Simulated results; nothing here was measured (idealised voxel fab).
Process module heading - voxel released beams
For reference, the cross-section in this document is cut, with width 245 nm and square cells of 5 nm.
Cross-sections here: square-cell grids, written as top-down lists of bands, a band being one or more rows of cells.
Heads up on the band format: heights come first, top then bottom, in nm. After that it's the materials left to right, each with its width in nm. A single material flagged "all across" fills the whole band edge to edge, and "empty" means there's empty space there.
The reference from which all heights are counted is 0, the level beneath which the as-received wafer is entirely one material; the lowest band, having no lower bound, proceeds downward and is written after the example "from 0 down".
A two-number width, for instance "30..40", indicates that the width is equal to the first number in the top row of the band and to the second number in the bottom row, and that it changes by a constant amount per row of cells.
A step reported as "stayed the same" is a step in which no cell of the cross-section changed.
So "Closed void inventory" is basically the list of trapped voids: any empty space of 8 cells or more that can't reach the top through an opening. They're written width x height at distance, the distance being from the left edge, and it's all nm.
Whatever follows a step's settings on its line is a remark the simulator itself makes about that step.
For masked steps, "overlay nm" on the step line gives how far right of plan the mask actually lay; a minus sign means it lay to the left.
# Here's what the planned process steps look like
1,RECEIVE with material Si
2,CONFORMAL_DEP with material Al2O3, thk nm 5
3,DIRECTIONAL_DEP with material SiO2, thk nm 10
4,PATTERN with tone open, mask id ANCHOR, material resist, width nm 25, thk nm 20, overlay nm 0
5,DIRECTIONAL_ETCH with etch materials SiO2, depth nm 10
6,STRIP with etch materials resist
7,CONFORMAL_DEP with material SiN, thk nm 10
8,MASKED_ETCH with tone cover, mask id BEAM, width nm 105, etch materials SiN, depth nm 10, overlay nm 0
9,STRIP with etch materials SiO2
# Wafer, first of two, run as planned
# Cross-section of the wafer at receipt, which is the condition after step 1
	from 0 down | Si all across
	Closed void inventory: none
# Cross-section through the wafer, step 2 finished
	from 5 to 0 | Al2O3 all across
	Below 0, no change.
# Cross-section through the wafer, step 3 finished
	from 15 to 5 | SiO2 all across
	Below 5, no change.
# Cross-section through the wafer, step 4 finished
	from 35 to 15 | resist (70)  empty (25)  resist (150)
	Below 15, no change.
# Cross-section through the wafer, step 5 finished
	from 35 to 15 | resist (70)  empty (25)  resist (150)
	from 15 to 5 | SiO2 (70)  empty (25)  SiO2 (150)
	Below 5, no change.
# Cross-section through the wafer, step 6 finished
	from 15 to 5 | SiO2 (70)  empty (25)  SiO2 (150)
	Below 5, no change.
# Cross-section through the wafer, step 7 finished
	from 25 to 15 | SiN (80)  empty (5)  SiN (160)
	from 15 to 5 | SiO2 (70)  SiN (25)  SiO2 (150)
	Below 5, no change.
# Cross-section through the wafer, step 8 finished
	from 25 to 15 | empty (65)  SiN (15)  empty (5)  SiN (85)  empty (75)
	Below 15, no change.
# Cross-section through the wafer, step 9 finished
	from 25 to 15 | empty (65)  SiN (15)  empty (5)  SiN (85)  empty (75)
	from 15 to 5 | empty (70)  SiN (25)  empty (150)
	Below 5, no change.
# The remaining wafer, second of the two, started like the first and was run to the same plan, except that one mistake was made along the way; the two coincide through step 7, inclusive
# What the second wafer looks like in cross-section when step 8 should have wrapped up
	from 25 to 15 | SiN (65)  empty (105)  SiN (75)
	from 15 to 5 | SiO2 (70)  SiN (10)  empty (5)  SiN (10)  SiO2 (150)
	Below 5, no change.
# What the second wafer looks like in cross-section when step 9 should have wrapped up
	from 15 to 5 | empty (70)  SiN (10)  empty (5)  SiN (10)  empty (150)
	Below 5, no change.
Nonconformance to the process plan: so step 8 ended up running with a different setting than we planned, it ran as MASKED_ETCH with tone open, mask id BEAM, width nm 105, etch materials SiN, depth nm 10, overlay nm 0
End of process, cell counts, second wafer against first, materials with more or fewer: SiN -42
